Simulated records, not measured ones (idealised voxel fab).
process module | voxel double patterning
cross-section cut | 150 nm wide | cells 5 nm
A cross-section is a grid of square cells, given in bands from the top down. A band is one or more rows of cells.
Each band's line starts with the height of the band's top and of its bottom, in nm. Then come its materials from left to right, each with its width in nm. One material with "throughout" fills the band from edge to edge. "air" is empty space.
Height 0 is the level under which the wafer as received is all one material. The lowest band goes on downwards, as in "0 down".
A width such as "30 to 40" changes by the same amount from each row of cells to the next, from the band's top row to its bottom row.
"no change" after a step means that no cell of the cross-section changed.
closed voids: empty space of 8 cells or more with no open way to the top, each as width x height at its distance from the left edge, in nm
after a step's settings: what the simulator itself notes on the step
overlay nm, on a step with a mask: how far to the right of its planned place the mask lay; to the left if negative
plan
1 op RECEIVE | material Si
2 op CONFORMAL_DEP | material SiN | thk nm 5
3 op DIRECTIONAL_DEP | material SiO2 | thk nm 15
4 op DIRECTIONAL_DEP | material SiCN | thk nm 10
5 op PATTERN | tone open | mask id FIRST | material resist | width nm 15 | pitch nm 50 | thk nm 20 | overlay nm 0
6 op DIRECTIONAL_ETCH | etch materials SiCN | depth nm 10
7 op STRIP | etch materials resist
8 op MASKED_ETCH | tone open | mask id SECOND | width nm 15 | etch materials SiCN | depth nm 10 | overlay nm 0
9 op DIRECTIONAL_ETCH | etch materials SiO2 | depth nm 15
10 op STRIP | etch materials SiCN
first wafer, as planned
as received, after step 1
  0 down: Si throughout
  closed voids: none
after step 2
  5 to 0: SiN throughout
  below 0: unchanged
after step 3
  20 to 5: SiO2 throughout
  below 5: unchanged
after step 4
  30 to 20: SiCN throughout
  below 20: unchanged
after step 5
  50 to 30: resist 40 | air 15 | resist 35 | air 15 | resist 45
  below 30: unchanged
after step 6
  50 to 30: resist 40 | air 15 | resist 35 | air 15 | resist 45
  30 to 20: SiCN 40 | air 15 | SiCN 35 | air 15 | SiCN 45
  below 20: unchanged
after step 7
  30 to 20: SiCN 40 | air 15 | SiCN 35 | air 15 | SiCN 45
  below 20: unchanged
after step 8
  30 to 20: SiCN 40 | air 15 | SiCN 10 | air 15 | SiCN 10 | air 15 | SiCN 45
  below 20: unchanged
after step 9
  30 to 20: SiCN 40 | air 15 | SiCN 10 | air 15 | SiCN 10 | air 15 | SiCN 45
  20 to 5: SiO2 40 | air 15 | SiO2 10 | air 15 | SiO2 10 | air 15 | SiO2 45
  below 5: unchanged
after step 10
  20 to 5: SiO2 40 | air 15 | SiO2 10 | air 15 | SiO2 10 | air 15 | SiO2 45
  below 5: unchanged
second wafer: like start, like plan, one mistake. Through step 2 it matches the first wafer
when step 3 should have ended
  35 to 5: SiO2 throughout
  below 5: unchanged
when step 4 should have ended
  45 to 35: SiCN throughout
  below 35: unchanged
when step 5 should have ended
  65 to 45: resist 40 | air 15 | resist 35 | air 15 | resist 45
  below 45: unchanged
when step 6 should have ended
  65 to 45: resist 40 | air 15 | resist 35 | air 15 | resist 45
  45 to 35: SiCN 40 | air 15 | SiCN 35 | air 15 | SiCN 45
  below 35: unchanged
when step 7 should have ended
  45 to 35: SiCN 40 | air 15 | SiCN 35 | air 15 | SiCN 45
  below 35: unchanged
when step 8 should have ended
  45 to 35: SiCN 40 | air 15 | SiCN 10 | air 15 | SiCN 10 | air 15 | SiCN 45
  below 35: unchanged
when step 9 should have ended
  45 to 35: SiCN 40 | air 15 | SiCN 10 | air 15 | SiCN 10 | air 15 | SiCN 45
  35 to 20: SiO2 40 | air 15 | SiO2 10 | air 15 | SiO2 10 | air 15 | SiO2 45
  below 20: unchanged
when step 10 should have ended
  35 to 20: SiO2 40 | air 15 | SiO2 10 | air 15 | SiO2 10 | air 15 | SiO2 45
  below 20: unchanged
what went wrong: step 3 was run twice
at the end the second wafer has, in cells: 90 more of SiO2
